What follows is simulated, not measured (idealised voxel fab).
The following process module bears the name voxel ribs on slabs.
Cross-sectional view cut (width: 265 nm; square cell size: 5 nm).
Think of the cross-section as a grid of square cells. We describe it in bands, top to bottom, and each band covers one or more rows of those cells. Top height, bottom height, nm. Materials left to right, width each, nm. Single material + "throughout" = fills band edge to edge. "empty" = empty. Height datum 0, below which the as-received substrate wafer is one material. Lowest band open at the bottom, running downward: "0 down". Note: "30..40" means the width goes from the first number (top row of the band) to the second number (bottom row) in equal steps per row of cells. "everything unchanged" after a step means that no cell of the cross-section changed. "Fully sealed voids" - sealed voids, min. 8 cells, no opening to top; format: width x height at distance (distance from left edge; nm throughout). Past the settings on a step's line: simulator remark, on that step. A step line may carry the setting "overlay nm", which, for steps involving a mask, states the distance by which the mask lay to the right of its intended position; negative values denote displacement to the left.
This section lists the process steps that were planned
- 1: RECEIVE, material Si
- 2: DIRECTIONAL_DEP, material SiO2, thk nm 20
- 3: DIRECTIONAL_DEP, material polySi, thk nm 20
- 4: PATTERN, tone cover, mask id RIB, material resist, width nm 30, thk nm 15, overlay nm 0
- 5: DIRECTIONAL_ETCH, etch materials polySi, depth nm 5
- 6: STRIP, etch materials resist
- 7: PATTERN, tone cover, mask id SLAB, material resist, width nm 90, thk nm 20, overlay nm 0
- 8: DIRECTIONAL_ETCH, etch materials polySi, depth nm 15
- 9: STRIP, etch materials resist
- 10: FILL_DEP, material SiO2, thk nm 30
- 11: CMP, height nm 60
- 12: DIRECTIONAL_DEP, material TiN, thk nm 10
- 13: PATTERN, tone cover, mask id HEATER, material resist, width nm 40, thk nm 15, overlay nm 0
- 14: DIRECTIONAL_ETCH, etch materials TiN, depth nm 10
- 15: STRIP, etch materials resist
- 16: CONFORMAL_DEP, material SiN, thk nm 5
Cross-sectional view of the wafer in its as-received condition, corresponding to the state after step 1
	0 down  Si throughout
	Fully sealed voids: none
Cross-section, end of module. Start: as above. Plan: as above. Execution: one mistake
	75 to 70  empty: 105 / SiN: 50 / empty: 110
	70 to 65  empty: 105 / SiN: 5 / TiN: 40 / SiN: 5 / empty: 110
	65 to 60  SiN: 110 / TiN: 40 / SiN: 115
	60 to 55  SiO2: 115 / polySi: 30 / SiO2: 120
	55 to 40  SiO2: 85 / polySi: 90 / SiO2: 90
	40 to 20  polySi throughout
	20 to 0  SiO2 throughout
	0 down  Si throughout
	Fully sealed voids: none
Here's what went sideways: step 3 of the plan saw execution twice
